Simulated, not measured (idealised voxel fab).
process module | voxel double patterning
Section cut is 230 nm wide and gridded with 5 nm square cells.
Cross-section = grid of square cells, listed top down in bands; band = one or more rows.
A band entry consists of two parts. The first gives the height of the band's top and the height of its bottom, in nm. The rest lists the band's materials from left to right, each with its width in nm. A single material labelled with the word "throughout" fills the band from edge to edge, and the word "air" marks empty space.
Measure heights from 0. That's the level where, below it, the as-received wafer is all one material. The lowest band is bottomless and extends downward; write it as in "0 and below".
The notation "30..40" denotes a width that varies across the rows of cells in the band, beginning at the first number in the top row, finishing at the second number in the bottom row, and changing by an identical amount from each row to the next.
Where a step carries "everything unchanged", the cross-section came out of it unchanged, cell for cell.
Empty spaces counting at least 8 cells and having no open way to the top are listed in "Closed void catalog". The notation width x height at distance is used for each, the distance being from the left edge and all three values in nm.
That trailing text on a step's line, after the settings, is the simulator's own remark on the step.
overlay nm: right-of-plan distance of the mask on a masked step; negative values mean left-of-plan.
From here on the document is pairs. In a pair, the cross-section before one process step comes with the cross-section after it, and the latter goes no deeper than the lowest band that changed. What lies in between, the step and its settings, is written under the pair. A pair may be from a different run of this module on the same starting wafer than the pair above it, so it continues from that pair only where its entry headed "Ahead of processing" says so.

**Ahead of processing**
    0 and below | Si throughout
    Closed void catalog: none

**Section After Processing**
    5 down to 0 | SiO2 throughout
    Nothing below the height 0 has changed.
    Closed void catalog: none
Between the two cross-sections shown above lies CONFORMAL_DEP (material SiO2; thk nm 5)

Ahead of processing: carried over from the after image of the pair right above.

**Section After Processing**
    25 down to 5 | W throughout
    Nothing below the height 5 has changed.
    Closed void catalog: none
Between the two cross-sections shown above lies DIRECTIONAL_DEP (material W; thk nm 20)

Ahead of processing: carried over from the after image of the pair right above.

**Section After Processing**
    35 down to 25 | SiCN throughout
    Nothing below the height 25 has changed.
    Closed void catalog: none
Between the two cross-sections shown above lies DIRECTIONAL_DEP (material SiCN; thk nm 10)

Ahead of processing: carried over from the after image of the pair right above.

**Section After Processing**
    45 down to 35 | aC throughout
    Nothing below the height 35 has changed.
    Closed void catalog: none
Between the two cross-sections shown above lies DIRECTIONAL_DEP (material aC; thk nm 10)

Ahead of processing: carried over from the after image of the pair right above.

**Section After Processing**
    70 down to 45 | 55 resist | 15 air | 35 resist | 15 air | 35 resist | 15 air | 60 resist
    Nothing below the height 45 has changed.
    Closed void catalog: none
Between the two cross-sections shown above lies PATTERN (tone open; mask id FIRST; material resist; width nm 15; pitch nm 50; thk nm 25; overlay nm 0)

Ahead of processing: carried over from the after image of the pair right above.

**Section After Processing**
    60 down to 45 | 55 resist | 15 air | 35 resist | 15 air | 35 resist | 15 air | 60 resist
    45 down to 35 | 55 aC | 15 air | 35 aC | 15 air | 35 aC | 15 air | 60 aC
    Nothing below the height 35 has changed.
    Closed void catalog: none
Between the two cross-sections shown above lies DIRECTIONAL_ETCH (etch materials aC; depth nm 10)

Ahead of processing: carried over from the after image of the pair right above.

**Section After Processing**
    45 down to 35 | 55 aC | 15 air | 35 aC | 15 air | 35 aC | 15 air | 60 aC
    Nothing below the height 35 has changed.
    Closed void catalog: none
Between the two cross-sections shown above lies STRIP (etch materials resist)

Ahead of processing: carried over from the after image of the pair right above.

**Section After Processing**
    45 down to 35 | 55 aC | 15 air | 35 aC | 15 air | 35 aC | 15 air | 60 aC
    35 down to 25 | 55 SiCN | 15 air | 35 SiCN | 15 air | 35 SiCN | 15 air | 60 SiCN
    Nothing below the height 25 has changed.
    Closed void catalog: none
Between the two cross-sections shown above lies DIRECTIONAL_ETCH (etch materials SiCN; depth nm 10)

Ahead of processing: carried over from the after image of the pair right above.

**Section After Processing**
    35 down to 25 | 55 SiCN | 15 air | 35 SiCN | 15 air | 35 SiCN | 15 air | 60 SiCN
    Nothing below the height 25 has changed.
    Closed void catalog: none
Between the two cross-sections shown above lies STRIP (etch materials aC)

Ahead of processing: carried over from the after image of the pair right above.

**Section After Processing**
    35 down to 25 | 55 SiCN | 15 air | 10 SiCN | 15 air | 10 SiCN | 15 air | 10 SiCN | 15 air | 10 SiCN | 15 air | 60 SiCN
    Nothing below the height 25 has changed.
    Closed void catalog: none
Between the two cross-sections shown above lies MASKED_ETCH (tone open; mask id SECOND; width nm 15; pitch nm 50; etch materials SiCN; depth nm 10; overlay nm 0)

Ahead of processing: carried over from the after image of the pair right above.

**Section After Processing**
    35 down to 25 | 55 SiCN | 15 air | 10 SiCN | 15 air | 10 SiCN | 15 air | 10 SiCN | 15 air | 10 SiCN | 15 air | 60 SiCN
    25 down to 5 | 55 W | 15 air | 10 W | 15 air | 10 W | 15 air | 10 W | 15 air | 10 W | 15 air | 60 W
    Nothing below the height 5 has changed.
    Closed void catalog: none
Between the two cross-sections shown above lies DIRECTIONAL_ETCH (etch materials W; depth nm 20)

Ahead of processing: carried over from the after image of the pair right above.

**Section After Processing**
    25 down to 5 | 55 W | 15 air | 10 W | 15 air | 10 W | 15 air | 10 W | 15 air | 10 W | 15 air | 60 W
    Nothing below the height 5 has changed.
    Closed void catalog: none
Between the two cross-sections shown above lies STRIP (etch materials SiCN)

**Ahead of processing**
    0 and below | Si throughout
    Closed void catalog: none

**Section After Processing**
    20 down to 0 | W throughout
    Nothing below the height 0 has changed.
    Closed void catalog: none
Between the two cross-sections shown above lies DIRECTIONAL_DEP (material W; thk nm 20)

Ahead of processing: carried over from the after image of the pair right above.

**Section After Processing**
    30 down to 20 | SiCN throughout
    Nothing below the height 20 has changed.
    Closed void catalog: none
Between the two cross-sections shown above lies DIRECTIONAL_DEP (material SiCN; thk nm 10)

Ahead of processing: carried over from the after image of the pair right above.

**Section After Processing**
    40 down to 30 | aC throughout
    Nothing below the height 30 has changed.
    Closed void catalog: none
Between the two cross-sections shown above lies DIRECTIONAL_DEP (material aC; thk nm 10)

Ahead of processing: carried over from the after image of the pair right above.

**Section After Processing**
    65 down to 40 | 55 resist | 15 air | 35 resist | 15 air | 35 resist | 15 air | 60 resist
    Nothing below the height 40 has changed.
    Closed void catalog: none
Between the two cross-sections shown above lies PATTERN (tone open; mask id FIRST; material resist; width nm 15; pitch nm 50; thk nm 25; overlay nm 0)

Ahead of processing: carried over from the after image of the pair right above.

**Section After Processing**
    55 down to 40 | 55 resist | 15 air | 35 resist | 15 air | 35 resist | 15 air | 60 resist
    40 down to 30 | 55 aC | 15 air | 35 aC | 15 air | 35 aC | 15 air | 60 aC
    Nothing below the height 30 has changed.
    Closed void catalog: none
Between the two cross-sections shown above lies DIRECTIONAL_ETCH (etch materials aC; depth nm 10)

Ahead of processing: carried over from the after image of the pair right above.

**Section After Processing**
    40 down to 30 | 55 aC | 15 air | 35 aC | 15 air | 35 aC | 15 air | 60 aC
    Nothing below the height 30 has changed.
    Closed void catalog: none
Between the two cross-sections shown above lies STRIP (etch materials resist)

Ahead of processing: carried over from the after image of the pair right above.

**Section After Processing**
    40 down to 30 | 55 aC | 15 air | 35 aC | 15 air | 35 aC | 15 air | 60 aC
    30 down to 20 | 55 SiCN | 15 air | 35 SiCN | 15 air | 35 SiCN | 15 air | 60 SiCN
    Nothing below the height 20 has changed.
    Closed void catalog: none
Between the two cross-sections shown above lies DIRECTIONAL_ETCH (etch materials SiCN; depth nm 10)

Ahead of processing: carried over from the after image of the pair right above.

**Section After Processing**
    30 down to 20 | 55 SiCN | 15 air | 35 SiCN | 15 air | 35 SiCN | 15 air | 60 SiCN
    Nothing below the height 20 has changed.
    Closed void catalog: none
Between the two cross-sections shown above lies STRIP (etch materials aC)

Ahead of processing: carried over from the after image of the pair right above.

**Section After Processing**
    30 down to 20 | 55 SiCN | 15 air | 10 SiCN | 15 air | 10 SiCN | 15 air | 10 SiCN | 15 air | 10 SiCN | 15 air | 60 SiCN
    Nothing below the height 20 has changed.
    Closed void catalog: none
Between the two cross-sections shown above lies MASKED_ETCH (tone open; mask id SECOND; width nm 15; pitch nm 50; etch materials SiCN; depth nm 10; overlay nm 0)

Ahead of processing: carried over from the after image of the pair right above.

**Section After Processing**
    30 down to 20 | 55 SiCN | 15 air | 10 SiCN | 15 air | 10 SiCN | 15 air | 10 SiCN | 15 air | 10 SiCN | 15 air | 60 SiCN
    20 down to 0 | 55 W | 15 air | 10 W | 15 air | 10 W | 15 air | 10 W | 15 air | 10 W | 15 air | 60 W
    Nothing below the height 0 has changed.
    Closed void catalog: none
Between the two cross-sections shown above lies DIRECTIONAL_ETCH (etch materials W; depth nm 20)

Ahead of processing: carried over from the after image of the pair right above.

**Section After Processing**
    20 down to 0 | 55 W | 15 air | 10 W | 15 air | 10 W | 15 air | 10 W | 15 air | 10 W | 15 air | 60 W
    Nothing below the height 0 has changed.
    Closed void catalog: none
Between the two cross-sections shown above lies STRIP (etch materials SiCN)

**Ahead of processing**
    25 down to 5 | W throughout
    5 down to 0 | SiO2 throughout
    0 and below | Si throughout
    Closed void catalog: none

**Section After Processing**
    45 down to 5 | W throughout
    Nothing below the height 5 has changed.
    Closed void catalog: none
Between the two cross-sections shown above lies DIRECTIONAL_DEP (material W; thk nm 20)

Ahead of processing: carried over from the after image of the pair right above.

**Section After Processing**
    55 down to 45 | SiCN throughout
    Nothing below the height 45 has changed.
    Closed void catalog: none
Between the two cross-sections shown above lies DIRECTIONAL_DEP (material SiCN; thk nm 10)

Ahead of processing: carried over from the after image of the pair right above.

**Section After Processing**
    65 down to 55 | aC throughout
    Nothing below the height 55 has changed.
    Closed void catalog: none
Between the two cross-sections shown above lies DIRECTIONAL_DEP (material aC; thk nm 10)

Ahead of processing: carried over from the after image of the pair right above.

**Section After Processing**
    90 down to 65 | 55 resist | 15 air | 35 resist | 15 air | 35 resist | 15 air | 60 resist
    Nothing below the height 65 has changed.
    Closed void catalog: none
Between the two cross-sections shown above lies PATTERN (tone open; mask id FIRST; material resist; width nm 15; pitch nm 50; thk nm 25; overlay nm 0)

Ahead of processing: carried over from the after image of the pair right above.

**Section After Processing**
    80 down to 65 | 55 resist | 15 air | 35 resist | 15 air | 35 resist | 15 air | 60 resist
    65 down to 55 | 55 aC | 15 air | 35 aC | 15 air | 35 aC | 15 air | 60 aC
    Nothing below the height 55 has changed.
    Closed void catalog: none
Between the two cross-sections shown above lies DIRECTIONAL_ETCH (etch materials aC; depth nm 10)

Ahead of processing: carried over from the after image of the pair right above.

**Section After Processing**
    65 down to 55 | 55 aC | 15 air | 35 aC | 15 air | 35 aC | 15 air | 60 aC
    Nothing below the height 55 has changed.
    Closed void catalog: none
Between the two cross-sections shown above lies STRIP (etch materials resist)

Ahead of processing: carried over from the after image of the pair right above.

**Section After Processing**
    65 down to 55 | 55 aC | 15 air | 35 aC | 15 air | 35 aC | 15 air | 60 aC
    55 down to 45 | 55 SiCN | 15 air | 35 SiCN | 15 air | 35 SiCN | 15 air | 60 SiCN
    Nothing below the height 45 has changed.
    Closed void catalog: none
Between the two cross-sections shown above lies DIRECTIONAL_ETCH (etch materials SiCN; depth nm 10)

Ahead of processing: carried over from the after image of the pair right above.

**Section After Processing**
    55 down to 45 | 55 SiCN | 15 air | 35 SiCN | 15 air | 35 SiCN | 15 air | 60 SiCN
    Nothing below the height 45 has changed.
    Closed void catalog: none
Between the two cross-sections shown above lies STRIP (etch materials aC)

Ahead of processing: carried over from the after image of the pair right above.

**Section After Processing**
    55 down to 45 | 55 SiCN | 15 air | 10 SiCN | 15 air | 10 SiCN | 15 air | 10 SiCN | 15 air | 10 SiCN | 15 air | 60 SiCN
    Nothing below the height 45 has changed.
    Closed void catalog: none
Between the two cross-sections shown above lies MASKED_ETCH (tone open; mask id SECOND; width nm 15; pitch nm 50; etch materials SiCN; depth nm 10; overlay nm 0)

Ahead of processing: carried over from the after image of the pair right above.

**Section After Processing**
    55 down to 45 | 55 SiCN | 15 air | 10 SiCN | 15 air | 10 SiCN | 15 air | 10 SiCN | 15 air | 10 SiCN | 15 air | 60 SiCN
    45 down to 25 | 55 W | 15 air | 10 W | 15 air | 10 W | 15 air | 10 W | 15 air | 10 W | 15 air | 60 W
    Nothing below the height 25 has changed.
    Closed void catalog: none
Between the two cross-sections shown above lies DIRECTIONAL_ETCH (etch materials W; depth nm 20)

Ahead of processing: carried over from the after image of the pair right above.

**Section After Processing**
    45 down to 25 | 55 W | 15 air | 10 W | 15 air | 10 W | 15 air | 10 W | 15 air | 10 W | 15 air | 60 W
    Nothing below the height 25 has changed.
    Closed void catalog: none
Between the two cross-sections shown above lies STRIP (etch materials SiCN)

**Ahead of processing**
    20 down to 0 | W throughout
    0 and below | Si throughout
    Closed void catalog: none

**Section After Processing**
    25 down to 20 | SiO2 throughout
    Nothing below the height 20 has changed.
    Closed void catalog: none
Between the two cross-sections shown above lies CONFORMAL_DEP (material SiO2; thk nm 5)

Ahead of processing: carried over from the after image of the pair right above.

**Section After Processing**
    35 down to 25 | SiCN throughout
    Nothing below the height 25 has changed.
    Closed void catalog: none
Between the two cross-sections shown above lies DIRECTIONAL_DEP (material SiCN; thk nm 10)

Ahead of processing: carried over from the after image of the pair right above.

**Section After Processing**
    45 down to 35 | aC throughout
    Nothing below the height 35 has changed.
    Closed void catalog: none
Between the two cross-sections shown above lies DIRECTIONAL_DEP (material aC; thk nm 10)

Ahead of processing: carried over from the after image of the pair right above.

**Section After Processing**
    70 down to 45 | 55 resist | 15 air | 35 resist | 15 air | 35 resist | 15 air | 60 resist
    Nothing below the height 45 has changed.
    Closed void catalog: none
Between the two cross-sections shown above lies PATTERN (tone open; mask id FIRST; material resist; width nm 15; pitch nm 50; thk nm 25; overlay nm 0)

Ahead of processing: carried over from the after image of the pair right above.

**Section After Processing**
    60 down to 45 | 55 resist | 15 air | 35 resist | 15 air | 35 resist | 15 air | 60 resist
    45 down to 35 | 55 aC | 15 air | 35 aC | 15 air | 35 aC | 15 air | 60 aC
    Nothing below the height 35 has changed.
    Closed void catalog: none
Between the two cross-sections shown above lies DIRECTIONAL_ETCH (etch materials aC; depth nm 10)

Ahead of processing: carried over from the after image of the pair right above.

**Section After Processing**
    45 down to 35 | 55 aC | 15 air | 35 aC | 15 air | 35 aC | 15 air | 60 aC
    Nothing below the height 35 has changed.
    Closed void catalog: none
Between the two cross-sections shown above lies STRIP (etch materials resist)

Ahead of processing: carried over from the after image of the pair right above.

**Section After Processing**
    45 down to 35 | 55 aC | 15 air | 35 aC | 15 air | 35 aC | 15 air | 60 aC
    35 down to 25 | 55 SiCN | 15 air | 35 SiCN | 15 air | 35 SiCN | 15 air | 60 SiCN
    Nothing below the height 25 has changed.
    Closed void catalog: none
Between the two cross-sections shown above lies DIRECTIONAL_ETCH (etch materials SiCN; depth nm 10)

Ahead of processing: carried over from the after image of the pair right above.

**Section After Processing**
    35 down to 25 | 55 SiCN | 15 air | 35 SiCN | 15 air | 35 SiCN | 15 air | 60 SiCN
    Nothing below the height 25 has changed.
    Closed void catalog: none
Between the two cross-sections shown above lies STRIP (etch materials aC)

Ahead of processing: carried over from the after image of the pair right above.

**Section After Processing**
    35 down to 25 | 55 SiCN | 15 air | 10 SiCN | 15 air | 10 SiCN | 15 air | 10 SiCN | 15 air | 10 SiCN | 15 air | 60 SiCN
    Nothing below the height 25 has changed.
    Closed void catalog: none
Between the two cross-sections shown above lies MASKED_ETCH (tone open; mask id SECOND; width nm 15; pitch nm 50; etch materials SiCN; depth nm 10; overlay nm 0)

Ahead of processing: carried over from the after image of the pair right above.

**Section After Processing**
    25 down to 20 | SiO2 throughout
    Nothing below the height 20 has changed.
    Closed void catalog: none
Between the two cross-sections shown above lies STRIP (etch materials SiCN)

**Ahead of processing**
    35 down to 25 | 55 SiCN | 15 air | 10 SiCN | 15 air | 10 SiCN | 15 air | 10 SiCN | 15 air | 10 SiCN | 15 air | 60 SiCN
    25 down to 5 | W throughout
    5 down to 0 | SiO2 throughout
    0 and below | Si throughout
    Closed void catalog: none

**Section After Processing**
    35 down to 25 | 55 SiCN | 15 air | 10 SiCN | 15 air | 10 SiCN | 15 air | 10 SiCN | 15 air | 10 SiCN | 15 air | 60 SiCN
    25 down to 15 | 55 W | 15 air | 10 W | 15 air | 10 W | 15 air | 10 W | 15 air | 10 W | 15 air | 60 W
    Nothing below the height 15 has changed.
    Closed void catalog: none
Between the two cross-sections shown above lies DIRECTIONAL_ETCH (etch materials W; depth nm 10)

Ahead of processing: carried over from the after image of the pair right above.

**Section After Processing**
    25 down to 15 | 55 W | 15 air | 10 W | 15 air | 10 W | 15 air | 10 W | 15 air | 10 W | 15 air | 60 W
    Nothing below the height 15 has changed.
    Closed void catalog: none
Between the two cross-sections shown above lies STRIP (etch materials SiCN)

**Ahead of processing**
    45 down to 35 | aC throughout
    35 down to 25 | SiCN throughout
    25 down to 5 | W throughout
    5 down to 0 | SiO2 throughout
    0 and below | Si throughout
    Closed void catalog: none

**Section After Processing**
    70 down to 45 | 50 resist | 25 air | 25 resist | 25 air | 25 resist | 25 air | 55 resist
    Nothing below the height 45 has changed.
    Closed void catalog: none
Between the two cross-sections shown above lies PATTERN (tone open; mask id FIRST; material resist; width nm 25; pitch nm 50; thk nm 25; overlay nm 0)

Ahead of processing: carried over from the after image of the pair right above.

**Section After Processing**
    60 down to 45 | 50 resist | 25 air | 25 resist | 25 air | 25 resist | 25 air | 55 resist
    45 down to 35 | 50 aC | 25 air | 25 aC | 25 air | 25 aC | 25 air | 55 aC
    Nothing below the height 35 has changed.
    Closed void catalog: none
Between the two cross-sections shown above lies DIRECTIONAL_ETCH (etch materials aC; depth nm 10)

Ahead of processing: carried over from the after image of the pair right above.

**Section After Processing**
    45 down to 35 | 50 aC | 25 air | 25 aC | 25 air | 25 aC | 25 air | 55 aC
    Nothing below the height 35 has changed.
    Closed void catalog: none
Between the two cross-sections shown above lies STRIP (etch materials resist)

Ahead of processing: carried over from the after image of the pair right above.

**Section After Processing**
    45 down to 35 | 50 aC | 25 air | 25 aC | 25 air | 25 aC | 25 air | 55 aC
    35 down to 25 | 50 SiCN | 25 air | 25 SiCN | 25 air | 25 SiCN | 25 air | 55 SiCN
    Nothing below the height 25 has changed.
    Closed void catalog: none
Between the two cross-sections shown above lies DIRECTIONAL_ETCH (etch materials SiCN; depth nm 10)

Ahead of processing: carried over from the after image of the pair right above.

**Section After Processing**
    35 down to 25 | 50 SiCN | 25 air | 25 SiCN | 25 air | 25 SiCN | 25 air | 55 SiCN
    Nothing below the height 25 has changed.
    Closed void catalog: none
Between the two cross-sections shown above lies STRIP (etch materials aC)

Ahead of processing: carried over from the after image of the pair right above.

**Section After Processing**
    35 down to 25 | 50 SiCN | 25 air | 5 SiCN | 15 air | 5 SiCN | 25 air | 5 SiCN | 15 air | 5 SiCN | 25 air | 55 SiCN
    Nothing below the height 25 has changed.
    Closed void catalog: none
Between the two cross-sections shown above lies MASKED_ETCH (tone open; mask id SECOND; width nm 15; pitch nm 50; etch materials SiCN; depth nm 10; overlay nm 0)

Ahead of processing: carried over from the after image of the pair right above.

**Section After Processing**
    35 down to 25 | 50 SiCN | 25 air | 5 SiCN | 15 air | 5 SiCN | 25 air | 5 SiCN | 15 air | 5 SiCN | 25 air | 55 SiCN
    25 down to 5 | 50 W | 25 air | 5 W | 15 air | 5 W | 25 air | 5 W | 15 air | 5 W | 25 air | 55 W
    Nothing below the height 5 has changed.
    Closed void catalog: none
Between the two cross-sections shown above lies DIRECTIONAL_ETCH (etch materials W; depth nm 20)

Ahead of processing: carried over from the after image of the pair right above.

**Section After Processing**
    25 down to 5 | 50 W | 25 air | 5 W | 15 air | 5 W | 25 air | 5 W | 15 air | 5 W | 25 air | 55 W
    Nothing below the height 5 has changed.
    Closed void catalog: none
Between the two cross-sections shown above lies STRIP (etch materials SiCN)

**Ahead of processing**
    35 down to 25 | 55 SiCN | 15 air | 35 SiCN | 15 air | 35 SiCN | 15 air | 60 SiCN
    25 down to 5 | W throughout
    5 down to 0 | SiO2 throughout
    0 and below | Si throughout
    Closed void catalog: none

**Section After Processing**
    35 down to 25 | 55 SiCN | 30 air | 20 SiCN | 30 air | 20 SiCN | 15 air | 60 SiCN
    Nothing below the height 25 has changed.
    Closed void catalog: none
Between the two cross-sections shown above lies MASKED_ETCH (tone open; mask id SECOND; width nm 15; pitch nm 50; etch materials SiCN; depth nm 10; overlay nm -10)

Ahead of processing: carried over from the after image of the pair right above.

**Section After Processing**
    35 down to 25 | 55 SiCN | 30 air | 20 SiCN | 30 air | 20 SiCN | 15 air | 60 SiCN
    25 down to 5 | 55 W | 30 air | 20 W | 30 air | 20 W | 15 air | 60 W
    Nothing below the height 5 has changed.
    Closed void catalog: none
Between the two cross-sections shown above lies DIRECTIONAL_ETCH (etch materials W; depth nm 20)

Ahead of processing: carried over from the after image of the pair right above.

**Section After Processing**
    25 down to 5 | 55 W | 30 air | 20 W | 30 air | 20 W | 15 air | 60 W
    Nothing below the height 5 has changed.
    Closed void catalog: none
Between the two cross-sections shown above lies STRIP (etch materials SiCN)

**Ahead of processing**
    25 down to 5 | W throughout
    5 down to 0 | SiO2 throughout
    0 and below | Si throughout
    Closed void catalog: none

**Section After Processing**
    35 down to 25 | SiO2 throughout
    Nothing below the height 25 has changed.
    Closed void catalog: none
Between the two cross-sections shown above lies DIRECTIONAL_DEP (material SiO2; thk nm 10)

Ahead of processing: carried over from the after image of the pair right above.

**Section After Processing**
    45 down to 35 | aC throughout
    Nothing below the height 35 has changed.
    Closed void catalog: none
Between the two cross-sections shown above lies DIRECTIONAL_DEP (material aC; thk nm 10)

Ahead of processing: carried over from the after image of the pair right above.

**Section After Processing**
    70 down to 45 | 55 resist | 15 air | 35 resist | 15 air | 35 resist | 15 air | 60 resist
    Nothing below the height 45 has changed.
    Closed void catalog: none
Between the two cross-sections shown above lies PATTERN (tone open; mask id FIRST; material resist; width nm 15; pitch nm 50; thk nm 25; overlay nm 0)

Ahead of processing: carried over from the after image of the pair right above.

**Section After Processing**
    60 down to 45 | 55 resist | 15 air | 35 resist | 15 air | 35 resist | 15 air | 60 resist
    45 down to 35 | 55 aC | 15 air | 35 aC | 15 air | 35 aC | 15 air | 60 aC
    Nothing below the height 35 has changed.
    Closed void catalog: none
Between the two cross-sections shown above lies DIRECTIONAL_ETCH (etch materials aC; depth nm 10)

Ahead of processing: carried over from the after image of the pair right above.

**Section After Processing**
    45 down to 35 | 55 aC | 15 air | 35 aC | 15 air | 35 aC | 15 air | 60 aC
    Nothing below the height 35 has changed.
    Closed void catalog: none
Between the two cross-sections shown above lies STRIP (etch materials resist)

Ahead of processing: carried over from the after image of the pair right above.

**Section After Processing**
    35 down to 25 | SiO2 throughout
    Nothing below the height 25 has changed.
    Closed void catalog: none
Between the two cross-sections shown above lies STRIP (etch materials aC)

**Ahead of processing**
    35 down to 25 | 55 SiCN | 15 air | 35 SiCN | 15 air | 35 SiCN | 15 air | 60 SiCN
    25 down to 5 | W throughout
    5 down to 0 | SiO2 throughout
    0 and below | Si throughout
    Closed void catalog: none

**Section After Processing**
    35 down to 25 | 80 air | 15 SiCN | 35 air | 15 SiCN | 85 air
    Nothing below the height 25 has changed.
    Closed void catalog: none
Between the two cross-sections shown above lies MASKED_ETCH (tone cover; mask id SECOND; width nm 15; pitch nm 50; etch materials SiCN; depth nm 10; overlay nm 0)

Ahead of processing: carried over from the after image of the pair right above.

**Section After Processing**
    35 down to 25 | 80 air | 15 SiCN | 35 air | 15 SiCN | 85 air
    25 down to 5 | 80 air | 15 W | 35 air | 15 W | 85 air
    Nothing below the height 5 has changed.
    Closed void catalog: none
Between the two cross-sections shown above lies DIRECTIONAL_ETCH (etch materials W; depth nm 20)

Ahead of processing: carried over from the after image of the pair right above.

**Section After Processing**
    25 down to 5 | 80 air | 15 W | 35 air | 15 W | 85 air
    Nothing below the height 5 has changed.
    Closed void catalog: none
Between the two cross-sections shown above lies STRIP (etch materials SiCN)
